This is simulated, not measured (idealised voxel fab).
Process module heading - voxel gate over fins
We display cut, a cross-section 200 nm in width whose square cells are each 5 nm.
A cross-section is a grid of square cells, given in bands from the top down. A band is one or more rows of cells.
For a band, the entry starts with two heights in nm, that of the top and then that of the bottom, and carries on with the band's materials in order from left to right, each alongside its width in nm; the word "everywhere" beside a single material means it fills the band edge to edge, and "blank" means empty space.
We count height from 0. Below that, the starting wafer is all one material. The lowest band never ends at the bottom but goes on down; see "0..down" for how that is written.
It should be noted that a width expressed as "30 to 40" varies in equal increments from row to row of cells within the band, taking the value of the first number at the top row and that of the second number at the bottom row.
It should be understood that the words "nothing changed", when stated for a given step, signify that the cross-section underwent no change in any of its cells during that step.
If an empty space has no open way to the top and is at least 8 cells in size, "Voids, sealed" lists it, written width x height at distance, where distance is measured from the left edge and every value is in nm.
Note: text after step settings on the step line = simulator remark on that step.
overlay nm: right-of-plan distance of the mask on a masked step; negative values mean left-of-plan.
**List of planned process steps**
1. RECEIVE: material Si
2. CONFORMAL_DEP: material SiN, thk nm 5
3. PATTERN: tone cover, mask id FINS, material resist, width nm 15, pitch nm 50, thk nm 15, overlay nm 0
4. DIRECTIONAL_ETCH: etch materials SiN, depth nm 5
5. DIRECTIONAL_ETCH: etch materials Si, depth nm 30
6. STRIP: etch materials resist
7. FILL_DEP: material SiO2, thk nm 15
8. CMP: height nm 5
9. MASKED_ETCH: tone open, mask id RAIL, width nm 15, etch materials SiO2, depth nm 30, overlay nm 0
10. CONFORMAL_DEP: material TiN, thk nm 5
11. FILL_DEP: material W, thk nm 5
12. CMP: height nm 5
13. SELECTIVE_ETCH: etch materials W Ru TiN, depth nm 25
14. FILL_DEP: material SiO2, thk nm 5
15. CMP: height nm 5
16. SELECTIVE_ETCH: etch materials SiO2, depth nm 15
17. STRIP: etch materials SiN
18. CONFORMAL_DEP: material HfO2, thk nm 5
19. CONFORMAL_DEP: material TiN, thk nm 5
20. FILL_DEP: material W, thk nm 15
21. CMP: height nm 20
22. CONFORMAL_DEP: material SiN, thk nm 5
**Concerning the first of two wafers, which was run in accordance with the plan**
**Cross-sectional view of the wafer in its as-received condition, corresponding to the state after step 1**
    0..down | Si everywhere
    Voids, sealed: none
**Presented here is a cross-section of the wafer after step 2 has been performed**
    5..0 | SiN everywhere
    Note: structure below 0 unchanged.
**Presented here is a cross-section of the wafer after step 3 has been performed**
    20..5 | 15 of blank, 15 of resist, 35 of blank, 15 of resist, 35 of blank, 15 of resist, 35 of blank, 15 of resist, 20 of blank
    Note: structure below 5 unchanged.
**Presented here is a cross-section of the wafer after step 4 has been performed**
    20..5 | 15 of blank, 15 of resist, 35 of blank, 15 of resist, 35 of blank, 15 of resist, 35 of blank, 15 of resist, 20 of blank
    5..0 | 15 of blank, 15 of SiN, 35 of blank, 15 of SiN, 35 of blank, 15 of SiN, 35 of blank, 15 of SiN, 20 of blank
    Note: structure below 0 unchanged.
**Presented here is a cross-section of the wafer after step 5 has been performed**
    20..5 | 15 of blank, 15 of resist, 35 of blank, 15 of resist, 35 of blank, 15 of resist, 35 of blank, 15 of resist, 20 of blank
    5..0 | 15 of blank, 15 of SiN, 35 of blank, 15 of SiN, 35 of blank, 15 of SiN, 35 of blank, 15 of SiN, 20 of blank
    0..-30 | 15 of blank, 15 of Si, 35 of blank, 15 of Si, 35 of blank, 15 of Si, 35 of blank, 15 of Si, 20 of blank
    Note: structure below -30 unchanged.
**Presented here is a cross-section of the wafer after step 6 has been performed**
    5..0 | 15 of blank, 15 of SiN, 35 of blank, 15 of SiN, 35 of blank, 15 of SiN, 35 of blank, 15 of SiN, 20 of blank
    Note: structure below 0 unchanged.
**Presented here is a cross-section of the wafer after step 7 has been performed**
    20..5 | SiO2 everywhere
    5..0 | 15 of SiO2, 15 of SiN, 35 of SiO2, 15 of SiN, 35 of SiO2, 15 of SiN, 35 of SiO2, 15 of SiN, 20 of SiO2
    0..-30 | 15 of SiO2, 15 of Si, 35 of SiO2, 15 of Si, 35 of SiO2, 15 of Si, 35 of SiO2, 15 of Si, 20 of SiO2
    Note: structure below -30 unchanged.
**Presented here is a cross-section of the wafer after step 8 has been performed**
    5..0 | 15 of SiO2, 15 of SiN, 35 of SiO2, 15 of SiN, 35 of SiO2, 15 of SiN, 35 of SiO2, 15 of SiN, 20 of SiO2
    Note: structure below 0 unchanged.
**Presented here is a cross-section of the wafer after step 9 has been performed**
    5..0 | 15 of SiO2, 15 of SiN, 10 of SiO2, 15 of blank, 10 of SiO2, 15 of SiN, 35 of SiO2, 15 of SiN, 35 of SiO2, 15 of SiN, 20 of SiO2
    0..-25 | 15 of SiO2, 15 of Si, 10 of SiO2, 15 of blank, 10 of SiO2, 15 of Si, 35 of SiO2, 15 of Si, 35 of SiO2, 15 of Si, 20 of SiO2
    Note: structure below -25 unchanged.
**Presented here is a cross-section of the wafer after step 10 has been performed**
    10..5 | 45 of TiN, 5 of blank, 150 of TiN
    5..0 | 15 of SiO2, 15 of SiN, 10 of SiO2, 5 of TiN, 5 of blank, 5 of TiN, 10 of SiO2, 15 of SiN, 35 of SiO2, 15 of SiN, 35 of SiO2, 15 of SiN, 20 of SiO2
    0..-20 | 15 of SiO2, 15 of Si, 10 of SiO2, 5 of TiN, 5 of blank, 5 of TiN, 10 of SiO2, 15 of Si, 35 of SiO2, 15 of Si, 35 of SiO2, 15 of Si, 20 of SiO2
    -20..-25 | 15 of SiO2, 15 of Si, 10 of SiO2, 15 of TiN, 10 of SiO2, 15 of Si, 35 of SiO2, 15 of Si, 35 of SiO2, 15 of Si, 20 of SiO2
    Note: structure below -25 unchanged.
**Presented here is a cross-section of the wafer after step 11 has been performed**
    15..10 | W everywhere
    10..5 | 45 of TiN, 5 of W, 150 of TiN
    5..0 | 15 of SiO2, 15 of SiN, 10 of SiO2, 5 of TiN, 5 of W, 5 of TiN, 10 of SiO2, 15 of SiN, 35 of SiO2, 15 of SiN, 35 of SiO2, 15 of SiN, 20 of SiO2
    0..-20 | 15 of SiO2, 15 of Si, 10 of SiO2, 5 of TiN, 5 of W, 5 of TiN, 10 of SiO2, 15 of Si, 35 of SiO2, 15 of Si, 35 of SiO2, 15 of Si, 20 of SiO2
    Note: structure below -20 unchanged.
**Presented here is a cross-section of the wafer after step 12 has been performed**
    5..0 | 15 of SiO2, 15 of SiN, 10 of SiO2, 5 of TiN, 5 of W, 5 of TiN, 10 of SiO2, 15 of SiN, 35 of SiO2, 15 of SiN, 35 of SiO2, 15 of SiN, 20 of SiO2
    Note: structure below 0 unchanged.
**Presented here is a cross-section of the wafer after step 13 has been performed**
    5..0 | 15 of SiO2, 15 of SiN, 10 of SiO2, 15 of blank, 10 of SiO2, 15 of SiN, 35 of SiO2, 15 of SiN, 35 of SiO2, 15 of SiN, 20 of SiO2
    0..-20 | 15 of SiO2, 15 of Si, 10 of SiO2, 15 of blank, 10 of SiO2, 15 of Si, 35 of SiO2, 15 of Si, 35 of SiO2, 15 of Si, 20 of SiO2
    Note: structure below -20 unchanged.
**Presented here is a cross-section of the wafer after step 14 has been performed**
    10..5 | SiO2 everywhere
    5..0 | 15 of SiO2, 15 of SiN, 35 of SiO2, 15 of SiN, 35 of SiO2, 15 of SiN, 35 of SiO2, 15 of SiN, 20 of SiO2
    0..-20 | 15 of SiO2, 15 of Si, 35 of SiO2, 15 of Si, 35 of SiO2, 15 of Si, 35 of SiO2, 15 of Si, 20 of SiO2
    Note: structure below -20 unchanged.
**Presented here is a cross-section of the wafer after step 15 has been performed**
    5..0 | 15 of SiO2, 15 of SiN, 35 of SiO2, 15 of SiN, 35 of SiO2, 15 of SiN, 35 of SiO2, 15 of SiN, 20 of SiO2
    Note: structure below 0 unchanged.
**Presented here is a cross-section of the wafer after step 16 has been performed**
    5..0 | 15 of blank, 15 of SiN, 35 of blank, 15 of SiN, 35 of blank, 15 of SiN, 35 of blank, 15 of SiN, 20 of blank
    0..-10 | 15 of blank, 15 of Si, 35 of blank, 15 of Si, 35 of blank, 15 of Si, 35 of blank, 15 of Si, 20 of blank
    Note: structure below -10 unchanged.
**Presented here is a cross-section of the wafer after step 17 has been performed**
    0..-10 | 15 of blank, 15 of Si, 35 of blank, 15 of Si, 35 of blank, 15 of Si, 35 of blank, 15 of Si, 20 of blank
    Note: structure below -10 unchanged.
**Presented here is a cross-section of the wafer after step 18 has been performed**
    5..0 | 10 of blank, 25 of HfO2, 25 of blank, 25 of HfO2, 25 of blank, 25 of HfO2, 25 of blank, 25 of HfO2, 15 of blank
    0..-5 | 10 of blank, 5 of HfO2, 15 of Si, 5 of HfO2, 25 of blank, 5 of HfO2, 15 of Si, 5 of HfO2, 25 of blank, 5 of HfO2, 15 of Si, 5 of HfO2, 25 of blank, 5 of HfO2, 15 of Si, 5 of HfO2, 15 of blank
    -5..-10 | 15 of HfO2, 15 of Si, 35 of HfO2, 15 of Si, 35 of HfO2, 15 of Si, 35 of HfO2, 15 of Si, 20 of HfO2
    Note: structure below -10 unchanged.
**Presented here is a cross-section of the wafer after step 19 has been performed**
    10..5 | 5 of blank, 35 of TiN, 15 of blank, 35 of TiN, 15 of blank, 35 of TiN, 15 of blank, 35 of TiN, 10 of blank
    5..0 | 5 of blank, 5 of TiN, 25 of HfO2, 5 of TiN, 15 of blank, 5 of TiN, 25 of HfO2, 5 of TiN, 15 of blank, 5 of TiN, 25 of HfO2, 5 of TiN, 15 of blank, 5 of TiN, 25 of HfO2, 5 of TiN, 10 of blank
    0..-5 | 10 of TiN, 5 of HfO2, 15 of Si, 5 of HfO2, 25 of TiN, 5 of HfO2, 15 of Si, 5 of HfO2, 25 of TiN, 5 of HfO2, 15 of Si, 5 of HfO2, 25 of TiN, 5 of HfO2, 15 of Si, 5 of HfO2, 15 of TiN
    Note: structure below -5 unchanged.
**Presented here is a cross-section of the wafer after step 20 has been performed**
    25..10 | W everywhere
    10..5 | 5 of W, 35 of TiN, 15 of W, 35 of TiN, 15 of W, 35 of TiN, 15 of W, 35 of TiN, 10 of W
    5..0 | 5 of W, 5 of TiN, 25 of HfO2, 5 of TiN, 15 of W, 5 of TiN, 25 of HfO2, 5 of TiN, 15 of W, 5 of TiN, 25 of HfO2, 5 of TiN, 15 of W, 5 of TiN, 25 of HfO2, 5 of TiN, 10 of W
    Note: structure below 0 unchanged.
**Presented here is a cross-section of the wafer after step 21 has been performed**
    20..10 | W everywhere
    Note: structure below 10 unchanged.
**Presented here is a cross-section of the wafer after step 22 has been performed**
    25..20 | SiN everywhere
    Note: structure below 20 unchanged.
**Second wafer, same starting state and plan as the first, one mistake in the run, identical through step 20**
**Cross-sectional view of the second wafer at the intended end time of process step 21**
    10..5 | 5 of W, 35 of TiN, 15 of W, 35 of TiN, 15 of W, 35 of TiN, 15 of W, 35 of TiN, 10 of W
    Note: structure below 5 unchanged.
**Cross-sectional view of the second wafer at the intended end time of process step 22**
    15..10 | SiN everywhere
    Note: structure below 10 unchanged.
Which mistake was made when the wafer was run? in deviation from the planned setting, step 21 was conducted as CMP: height nm 10
End of process, cell counts, second wafer against first, materials with more or fewer: 80 fewer of W
